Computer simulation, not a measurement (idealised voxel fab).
The process module presented herein is designated voxel air gaps.
It is cross-section cut that appears here, measuring 240 nm in width, its square cells being 5 nm in size.
Think of the cross-section as a grid of square cells. We describe it in bands, top to bottom, and each band covers one or more rows of those cells. First you get the band's top height and its bottom height, in nm, and then the materials it's made of, left to right, with each width in nm. If you see a single material with "edge to edge", that one covers the band edge to edge. "empty" is empty space. Counting heights begins at 0, where everything beneath is, in the wafer as received, one material. The lowest band has no bottom; it goes on downwards, as "z 0 and below" shows. The width entry "30 to 40" should be interpreted row by row: the top row of cells in the band takes the first number, the bottom row takes the second number, and the change between adjacent rows is uniform throughout. Key: "nothing got changed" - step with no changed cell in the cross-section. Under "Catalogued sealed voids" you'll find the enclosed gaps, the ones with no way out to the top, that are 8 cells or bigger; each reads width x height at distance, with distance counted from the left edge, everything in nm. Past the settings on a step's line: simulator remark, on that step. overlay nm: mask offset rightward from planned place, masked step; negative means leftward offset.

THESE ARE THE STEPS WE PLANNED FOR THE PROCESS
1. RECEIVE [material Si]
2. CONFORMAL_DEP [material SiO2] [thk nm 10]
3. CONFORMAL_DEP [material SiCN] [thk nm 5]
4. DIRECTIONAL_DEP [material lowk] [thk nm 35]
5. DIRECTIONAL_DEP [material aC] [thk nm 15]
6. PATTERN [tone open] [mask id LINES] [material resist] [width nm 25] [pitch nm 50] [thk nm 35] [overlay nm 0]
7. DIRECTIONAL_ETCH [etch materials aC] [depth nm 15]
8. STRIP [etch materials resist]
9. DIRECTIONAL_ETCH [etch materials lowk] [depth nm 35]
10. STRIP [etch materials aC]
11. CONFORMAL_DEP [material TiN] [thk nm 5]
12. FILL_DEP [material Cu] [thk nm 10]
13. CMP [height nm 50]
14. EPI [material Ru] [thk nm 10]
15. SELECTIVE_ETCH [etch materials lowk] [depth nm 45]
16. CONFORMAL_DEP [material SiCN] [thk nm 5]

CROSS-SECTION OF THE INCOMING WAFER, STATE AFTER STEP 1
- z 0 and below  Si edge to edge
- Catalogued sealed voids: none

CROSS-SECTION: FIRST OF TWO WAFERS, MODULE FINISHED, RUN ACCORDING TO PLAN
- z 65 to 60  15 nm empty, then 205 nm SiCN, then 20 nm empty
- z 60 to 50  15 nm empty, then 5 nm SiCN, then 45 nm Ru, then 5 nm SiCN, then 45 nm Ru, then 5 nm SiCN, then 45 nm Ru, then 5 nm SiCN, then 45 nm Ru, then 5 nm SiCN, then 20 nm empty
- z 50 to 45  15 nm empty, then 15 nm SiCN, then 5 nm TiN, then 15 nm Cu, then 5 nm TiN, then 25 nm SiCN, then 5 nm TiN, then 15 nm Cu, then 5 nm TiN, then 25 nm SiCN, then 5 nm TiN, then 15 nm Cu, then 5 nm TiN, then 25 nm SiCN, then 5 nm TiN, then 15 nm Cu, then 5 nm TiN, then 15 nm SiCN, then 20 nm empty
- z 45 to 20  25 nm empty, then 5 nm SiCN, then 5 nm TiN, then 15 nm Cu, then 5 nm TiN, then 5 nm SiCN, then 15 nm empty, then 5 nm SiCN, then 5 nm TiN, then 15 nm Cu, then 5 nm TiN, then 5 nm SiCN, then 15 nm empty, then 5 nm SiCN, then 5 nm TiN, then 15 nm Cu, then 5 nm TiN, then 5 nm SiCN, then 15 nm empty, then 5 nm SiCN, then 5 nm TiN, then 15 nm Cu, then 5 nm TiN, then 5 nm SiCN, then 30 nm empty
- z 20 to 15  30 nm SiCN, then 25 nm TiN, then 25 nm SiCN, then 25 nm TiN, then 25 nm SiCN, then 25 nm TiN, then 25 nm SiCN, then 25 nm TiN, then 35 nm SiCN
- z 15 to 10  SiCN edge to edge
- z 10 to 0  SiO2 edge to edge
- z 0 and below  Si edge to edge
- Catalogued sealed voids: 15 x 25 at 60; 15 x 25 at 110; 15 x 25 at 160

CROSS-SECTION, SECOND WAFER: SAME START AS THE FIRST, SAME PLAN AS THE FIRST, ONE MISTAKE IN RUNNING IT; TAKEN AT THE END OF THE MODULE
- z 75 to 70  5 nm empty, then 225 nm SiCN, then 10 nm empty
- z 70 to 50  5 nm empty, then 5 nm SiCN, then 215 nm Ru, then 5 nm SiCN, then 10 nm empty
- z 50 to 45  5 nm empty, then 25 nm SiCN, then 5 nm TiN, then 15 nm Cu, then 5 nm TiN, then 25 nm lowk, then 5 nm TiN, then 15 nm Cu, then 5 nm TiN, then 25 nm lowk, then 5 nm TiN, then 15 nm Cu, then 5 nm TiN, then 25 nm lowk, then 5 nm TiN, then 15 nm Cu, then 5 nm TiN, then 25 nm SiCN, then 10 nm empty
- z 45 to 20  25 nm empty, then 5 nm SiCN, then 5 nm TiN, then 15 nm Cu, then 5 nm TiN, then 25 nm lowk, then 5 nm TiN, then 15 nm Cu, then 5 nm TiN, then 25 nm lowk, then 5 nm TiN, then 15 nm Cu, then 5 nm TiN, then 25 nm lowk, then 5 nm TiN, then 15 nm Cu, then 5 nm TiN, then 5 nm SiCN, then 30 nm empty
- z 20 to 15  30 nm SiCN, then 25 nm TiN, then 25 nm lowk, then 25 nm TiN, then 25 nm lowk, then 25 nm TiN, then 25 nm lowk, then 25 nm TiN, then 35 nm SiCN
- z 15 to 10  SiCN edge to edge
- z 10 to 0  SiO2 edge to edge
- z 0 and below  Si edge to edge
- Catalogued sealed voids: none
Misprocessing identified: the plan's step 14 ran twice
Final comparison by cell count, materials where the second wafer has more or fewer than the first: Ru +100, SiCN -54, lowk +105
The closed voids present at the end amount to 3 for the first wafer and 0 for the second wafer.
